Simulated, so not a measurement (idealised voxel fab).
process module | voxel spacer lines
cross-section cut | 300 nm wide | cells 5 nm
Heads up, the way a cross-section reads in here is a grid of square cells, handed over as bands from the top down, with every band being one or more rows of cells.
The entry gives the band's vertical extent as a top height and a bottom height in nm, then its horizontal make-up as materials from left to right, each with a width in nm. "air" stands for empty space; a single material marked "throughout" fills the band edge to edge.
Beneath 0, the wafer as received is one material, and that level is where height counting begins. The lowest band goes on downward without a bottom; it is written like "0 -> down".
Read "30->40" as a graded width: first number on top, second number at the bottom, same change between each pair of neighbouring rows.
For the purposes of this document, the phrase "no alterations made" attached to a step denotes that no cell within the cross-section was modified by that step.
Under "Closed cavity list" you'll find the enclosed gaps, the ones with no way out to the top, that are 8 cells or bigger; each reads width x height at distance, with distance counted from the left edge, everything in nm.
Note: text after step settings on the step line = simulator remark on that step.
If you see "overlay nm" on a step's line and that step has a mask, it's telling you how far right of where it was planned the mask ended up; a negative number means it went left instead.

# List of planned process steps
step 1: RECEIVE | material Si
step 2: CONFORMAL_DEP | material Al2O3 | thk nm 5
step 3: DIRECTIONAL_DEP | material polySi | thk nm 20
step 4: DIRECTIONAL_DEP | material aC | thk nm 20
step 5: PATTERN | tone cover | mask id MANDREL | material resist | width nm 25 | pitch nm 80 | thk nm 25 | overlay nm 0
step 6: DIRECTIONAL_ETCH | etch materials aC | depth nm 20
step 7: STRIP | etch materials resist
step 8: CONFORMAL_DEP | material SiN | thk nm 15
step 9: DIRECTIONAL_ETCH | etch materials SiN | depth nm 15
step 10: STRIP | etch materials aC
step 11: DIRECTIONAL_ETCH | etch materials polySi | depth nm 20
step 12: STRIP | etch materials SiN
step 13: FILL_DEP | material SiO2 | thk nm 5
step 14: CMP | height nm 25

# As-received state of the wafer in cross-section, equivalent to post-step 1
0 -> down = Si throughout
Closed cavity list: none

# Sectioned view, first of two wafers, at the close of the module, processed as intended in the plan
25 -> 5 = 80 SiO2, then 15 polySi, then 25 SiO2, then 15 polySi, then 25 SiO2, then 15 polySi, then 25 SiO2, then 15 polySi, then 85 SiO2
5 -> 0 = Al2O3 throughout
0 -> down = Si throughout
Closed cavity list: none

# Second of two wafers, module complete, sectioned: it shares the first wafer's start and plan but was run with one mistake
25 -> 20 = SiO2 throughout
20 -> 0 = 80 SiO2, then 15 polySi, then 25 SiO2, then 15 polySi, then 25 SiO2, then 15 polySi, then 25 SiO2, then 15 polySi, then 85 SiO2
0 -> down = Si throughout
Closed cavity list: none
The plan and the run diverged here: step 2 of the plan was jumped over and never run
End check, counted in cells, second wafer has more or fewer of these materials than the first: Al2O3: 60 fewer; SiO2: 60 more
